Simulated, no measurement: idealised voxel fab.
process module | voxel wiring stack
cross-section cut | 180 nm wide | cells 5 nm
A cross-section is a grid of square cells, given in bands from the top down. A band is one or more rows of cells.
Each band's line starts with the height of the band's top and of its bottom, in nm. Then come its materials from left to right, each with its width in nm. One material with "throughout" fills the band from edge to edge. "air" is empty space.
Height 0 is the level under which the wafer as received is all one material. The lowest band goes on downwards, as in "0 down".
A width such as "30 to 40" changes by the same amount from each row of cells to the next, from the band's top row to its bottom row.
"no change" after a step means that no cell of the cross-section changed.
closed voids: empty space of 8 cells or more with no open way to the top, each as width x height at its distance from the left edge, in nm
after a step's settings: what the simulator itself notes on the step
overlay nm, on a step with a mask: how far to the right of its planned place the mask lay; to the left if negative
plan
1 op RECEIVE | material Si
2 op CONFORMAL_DEP | material SiO2 | thk nm 10
3 op DIRECTIONAL_DEP | material TiN | thk nm 5
4 op DIRECTIONAL_DEP | material Ru | thk nm 20
5 op PATTERN | tone cover | mask id METAL_1 | material resist | width nm 30 | pitch nm 45 | thk nm 15 | overlay nm 0
6 op DIRECTIONAL_ETCH | etch materials Ru | depth nm 20
7 op DIRECTIONAL_ETCH | etch materials TiN | depth nm 5
8 op STRIP | etch materials resist
9 op FILL_DEP | material lowk | thk nm 5
10 op CMP | height nm 35
11 op CONFORMAL_DEP | material SiCN | thk nm 5
12 op DIRECTIONAL_DEP | material lowk | thk nm 15
13 op MASKED_ETCH | tone open | mask id PLUG_1 | width nm 15 | pitch nm 45 | etch materials lowk | depth nm 15 | overlay nm 0
14 op MASKED_ETCH | tone open | mask id PLUG_1 | width nm 15 | pitch nm 45 | etch materials SiCN | depth nm 5 | overlay nm 0
15 op CONFORMAL_DEP | material TiN | thk nm 5
16 op FILL_DEP | material Cu | thk nm 5
17 op CMP | height nm 55
18 op DIRECTIONAL_DEP | material TiN | thk nm 5
19 op DIRECTIONAL_DEP | material W | thk nm 25
20 op DIRECTIONAL_DEP | material aC | thk nm 15
21 op PATTERN | tone cover | mask id METAL_2 | material resist | width nm 30 | pitch nm 45 | thk nm 35 | overlay nm 0
22 op DIRECTIONAL_ETCH | etch materials aC | depth nm 15
23 op STRIP | etch materials resist
24 op DIRECTIONAL_ETCH | etch materials W | depth nm 25
25 op DIRECTIONAL_ETCH | etch materials TiN | depth nm 5
26 op STRIP | etch materials aC
27 op CONFORMAL_DEP | material SiN | thk nm 5
28 op FILL_DEP | material lowk | thk nm 10
29 op CMP | height nm 85
30 op CONFORMAL_DEP | material SiCN | thk nm 5
31 op DIRECTIONAL_DEP | material lowk | thk nm 10
32 op MASKED_ETCH | tone open | mask id PLUG_2 | width nm 15 | etch materials lowk | depth nm 10 | overlay nm 0
33 op MASKED_ETCH | tone open | mask id PLUG_2 | width nm 15 | etch materials SiCN | depth nm 5 | overlay nm 0
34 op EPI | material Ru | thk nm 10
35 op EPI | material Ru | thk nm 5
36 op DIRECTIONAL_DEP | material TiN | thk nm 5
37 op DIRECTIONAL_DEP | material W | thk nm 25
38 op MASKED_ETCH | tone cover | mask id METAL_3 | width nm 30 | pitch nm 45 | etch materials W | depth nm 25 | overlay nm 0
39 op MASKED_ETCH | tone cover | mask id METAL_3 | width nm 30 | pitch nm 45 | etch materials TiN | depth nm 5 | overlay nm 0
40 op FILL_DEP | material lowk | thk nm 5
41 op CMP | height nm 130
42 op CONFORMAL_DEP | material SiN | thk nm 5
as received, after step 1
  0 down: Si throughout
  closed voids: none
first wafer at the end, as planned
  135 to 130: SiN throughout
  130 to 105: lowk 50 | W 30 | lowk 15 | W 30 | lowk 55
  105 to 100: lowk 50 | TiN 30 | lowk 15 | TiN 30 | lowk 55
  100 to 90: lowk 50 | Ru 15 | lowk 115
  90 to 85: SiCN 50 | Ru 15 | SiCN 115
  85 to 60: lowk 45 | SiN 5 | W 30 | SiN 5 | lowk 5 | SiN 5 | W 30 | SiN 5 | lowk 50
  60 to 55: SiN 50 | TiN 30 | SiN 15 | TiN 30 | SiN 55
  55 to 40: lowk 50 | TiN 5 | Cu 5 | TiN 5 | lowk 30 | TiN 5 | Cu 5 | TiN 5 | lowk 70
  40 to 35: SiCN 50 | TiN 15 | SiCN 30 | TiN 15 | SiCN 70
  35 to 15: lowk 50 | Ru 30 | lowk 15 | Ru 30 | lowk 55
  15 to 10: lowk 50 | TiN 30 | lowk 15 | TiN 30 | lowk 55
  10 to 0: SiO2 throughout
  0 down: Si throughout
  closed voids: none
second wafer at the end: like start, like plan, one mistake
  135 to 130: SiN throughout
  130 to 105: lowk 50 | W 30 | lowk 15 | W 30 | lowk 55
  105 to 100: lowk 50 | TiN 30 | lowk 15 | TiN 30 | lowk 55
  100 to 90: lowk 50 | Ru 15 | lowk 115
  90 to 85: SiCN 50 | Ru 15 | SiCN 115
  85 to 80: SiN 50 | TiN 30 | SiN 15 | TiN 30 | SiN 55
  80 to 55: W throughout
  55 to 40: lowk 50 | TiN 5 | Cu 5 | TiN 5 | lowk 30 | TiN 5 | Cu 5 | TiN 5 | lowk 70
  40 to 35: SiCN 50 | TiN 15 | SiCN 30 | TiN 15 | SiCN 70
  35 to 15: lowk 50 | Ru 30 | lowk 15 | Ru 30 | lowk 55
  15 to 10: lowk 50 | TiN 30 | lowk 15 | TiN 30 | lowk 55
  10 to 0: SiO2 throughout
  0 down: Si throughout
  closed voids: none
what went wrong: steps 18 and 19 were swapped
at the end the second wafer has, in cells: 20 fewer of SiN | 120 more of W | 100 fewer of lowk
